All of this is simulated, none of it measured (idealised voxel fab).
Process module heading - voxel fin reveal
Square cells of 5 nm make up the cross-section cut, whose width is 250 nm.
A cross-section is a grid of square cells, given in bands from the top down. A band is one or more rows of cells. Top height, bottom height, nm. Materials left to right, width each, nm. Single material + "throughout" = fills band edge to edge. "air" = empty. Measure heights from 0. That's the level where, below it, the as-received wafer is all one material. The lowest band is bottomless and extends downward; write it as in "0 -> down". The expression "30 to 40" gives the width at the extremes of the band, the first number at its top row of cells and the second at its bottom row, with the width changing by equal amounts from each row to the next in between. Any step labelled "nothing altered" changed none of the cells in the cross-section. In "Voids, sealed" the enclosed voids are listed, meaning empty spaces of 8 cells or larger without any opening to the top. The form is width x height at distance, distance from the left edge, units nm. Past the settings on a step's line: simulator remark, on that step. On any step carrying a mask, the "overlay nm" setting, if present on the step's line, tells how far right of its planned place the mask lay; negative values point to the left.
-- Process steps - plan
step 1: RECEIVE | material Si
step 2: CONFORMAL_DEP | material SiN | thk nm 5
step 3: PATTERN | tone cover | mask id FINS | material resist | width nm 15 | pitch nm 45 | thk nm 20 | overlay nm 0
step 4: DIRECTIONAL_ETCH | etch materials SiN | depth nm 5
step 5: DIRECTIONAL_ETCH | etch materials Si | depth nm 35
step 6: STRIP | etch materials resist
step 7: FILL_DEP | material SiO2 | thk nm 5
step 8: CMP | height nm 5
step 9: SELECTIVE_ETCH | etch materials SiO2 | depth nm 15
step 10: STRIP | etch materials SiN
step 11: CONFORMAL_DEP | material HfO2 | thk nm 5
-- First out of two wafers; run went to plan
-- As-received state of the wafer in cross-section, equivalent to post-step 1
	0 -> down: Si throughout
	Voids, sealed: none
-- After step 2: wafer cross-section
	5 -> 0: SiN throughout
	Note: structure below 0 unchanged.
-- After step 3: wafer cross-section
	25 -> 5: 50 nm air  15 nm resist  30 nm air  15 nm resist  30 nm air  15 nm resist  30 nm air  15 nm resist  50 nm air
	Note: structure below 5 unchanged.
-- After step 4: wafer cross-section
	25 -> 5: 50 nm air  15 nm resist  30 nm air  15 nm resist  30 nm air  15 nm resist  30 nm air  15 nm resist  50 nm air
	5 -> 0: 50 nm air  15 nm SiN  30 nm air  15 nm SiN  30 nm air  15 nm SiN  30 nm air  15 nm SiN  50 nm air
	Note: structure below 0 unchanged.
-- After step 5: wafer cross-section
	25 -> 5: 50 nm air  15 nm resist  30 nm air  15 nm resist  30 nm air  15 nm resist  30 nm air  15 nm resist  50 nm air
	5 -> 0: 50 nm air  15 nm SiN  30 nm air  15 nm SiN  30 nm air  15 nm SiN  30 nm air  15 nm SiN  50 nm air
	0 -> -35: 50 nm air  15 nm Si  30 nm air  15 nm Si  30 nm air  15 nm Si  30 nm air  15 nm Si  50 nm air
	Note: structure below -35 unchanged.
-- After step 6: wafer cross-section
	5 -> 0: 50 nm air  15 nm SiN  30 nm air  15 nm SiN  30 nm air  15 nm SiN  30 nm air  15 nm SiN  50 nm air
	Note: structure below 0 unchanged.
-- After step 7: wafer cross-section
	10 -> 5: SiO2 throughout
	5 -> 0: 50 nm SiO2  15 nm SiN  30 nm SiO2  15 nm SiN  30 nm SiO2  15 nm SiN  30 nm SiO2  15 nm SiN  50 nm SiO2
	0 -> -35: 50 nm SiO2  15 nm Si  30 nm SiO2  15 nm Si  30 nm SiO2  15 nm Si  30 nm SiO2  15 nm Si  50 nm SiO2
	Note: structure below -35 unchanged.
-- After step 8: wafer cross-section
	5 -> 0: 50 nm SiO2  15 nm SiN  30 nm SiO2  15 nm SiN  30 nm SiO2  15 nm SiN  30 nm SiO2  15 nm SiN  50 nm SiO2
	Note: structure below 0 unchanged.
-- After step 9: wafer cross-section
	5 -> 0: 50 nm air  15 nm SiN  30 nm air  15 nm SiN  30 nm air  15 nm SiN  30 nm air  15 nm SiN  50 nm air
	0 -> -10: 50 nm air  15 nm Si  30 nm air  15 nm Si  30 nm air  15 nm Si  30 nm air  15 nm Si  50 nm air
	Note: structure below -10 unchanged.
-- After step 10: wafer cross-section
	0 -> -10: 50 nm air  15 nm Si  30 nm air  15 nm Si  30 nm air  15 nm Si  30 nm air  15 nm Si  50 nm air
	Note: structure below -10 unchanged.
-- After step 11: wafer cross-section
	5 -> 0: 45 nm air  25 nm HfO2  20 nm air  25 nm HfO2  20 nm air  25 nm HfO2  20 nm air  25 nm HfO2  45 nm air
	0 -> -5: 45 nm air  5 nm HfO2  15 nm Si  5 nm HfO2  20 nm air  5 nm HfO2  15 nm Si  5 nm HfO2  20 nm air  5 nm HfO2  15 nm Si  5 nm HfO2  20 nm air  5 nm HfO2  15 nm Si  5 nm HfO2  45 nm air
	-5 -> -10: 50 nm HfO2  15 nm Si  30 nm HfO2  15 nm Si  30 nm HfO2  15 nm Si  30 nm HfO2  15 nm Si  50 nm HfO2
	Note: structure below -10 unchanged.
-- Second wafer: same start and same plan as the first, one execution error; identical to the first through step 4
-- Cross-section: second wafer, time at which step 5 was scheduled to end
	25 -> 5: 50 nm air  15 nm resist  30 nm air  15 nm resist  30 nm air  15 nm resist  30 nm air  15 nm resist  50 nm air
	5 -> 0: 50 nm air  15 nm SiN  30 nm air  15 nm SiN  30 nm air  15 nm SiN  30 nm air  15 nm SiN  50 nm air
	0 -> -45: 50 nm air  15 nm Si  30 nm air  15 nm Si  30 nm air  15 nm Si  30 nm air  15 nm Si  50 nm air
	Note: structure below -45 unchanged.
-- Cross-section: second wafer, time at which step 6 was scheduled to end
	5 -> 0: 50 nm air  15 nm SiN  30 nm air  15 nm SiN  30 nm air  15 nm SiN  30 nm air  15 nm SiN  50 nm air
	Note: structure below 0 unchanged.
-- Cross-section: second wafer, time at which step 7 was scheduled to end
	10 -> 5: SiO2 throughout
	5 -> 0: 50 nm SiO2  15 nm SiN  30 nm SiO2  15 nm SiN  30 nm SiO2  15 nm SiN  30 nm SiO2  15 nm SiN  50 nm SiO2
	0 -> -45: 50 nm SiO2  15 nm Si  30 nm SiO2  15 nm Si  30 nm SiO2  15 nm Si  30 nm SiO2  15 nm Si  50 nm SiO2
	Note: structure below -45 unchanged.
-- Cross-section: second wafer, time at which step 8 was scheduled to end
	5 -> 0: 50 nm SiO2  15 nm SiN  30 nm SiO2  15 nm SiN  30 nm SiO2  15 nm SiN  30 nm SiO2  15 nm SiN  50 nm SiO2
	Note: structure below 0 unchanged.
-- Cross-section: second wafer, time at which step 9 was scheduled to end
	5 -> 0: 50 nm air  15 nm SiN  30 nm air  15 nm SiN  30 nm air  15 nm SiN  30 nm air  15 nm SiN  50 nm air
	0 -> -10: 50 nm air  15 nm Si  30 nm air  15 nm Si  30 nm air  15 nm Si  30 nm air  15 nm Si  50 nm air
	Note: structure below -10 unchanged.
-- Cross-section: second wafer, time at which step 10 was scheduled to end
	0 -> -10: 50 nm air  15 nm Si  30 nm air  15 nm Si  30 nm air  15 nm Si  30 nm air  15 nm Si  50 nm air
	Note: structure below -10 unchanged.
-- Cross-section: second wafer, time at which step 11 was scheduled to end
	5 -> 0: 45 nm air  25 nm HfO2  20 nm air  25 nm HfO2  20 nm air  25 nm HfO2  20 nm air  25 nm HfO2  45 nm air
	0 -> -5: 45 nm air  5 nm HfO2  15 nm Si  5 nm HfO2  20 nm air  5 nm HfO2  15 nm Si  5 nm HfO2  20 nm air  5 nm HfO2  15 nm Si  5 nm HfO2  20 nm air  5 nm HfO2  15 nm Si  5 nm HfO2  45 nm air
	-5 -> -10: 50 nm HfO2  15 nm Si  30 nm HfO2  15 nm Si  30 nm HfO2  15 nm Si  30 nm HfO2  15 nm Si  50 nm HfO2
	Note: structure below -10 unchanged.
What was done differently from what was planned? step 5: run off-plan, actual operation and settings DIRECTIONAL_ETCH | etch materials Si | depth nm 45
The second wafer ends with more or fewer cells of some materials than the first, per final count: Si: 76 fewer, SiO2: 76 more
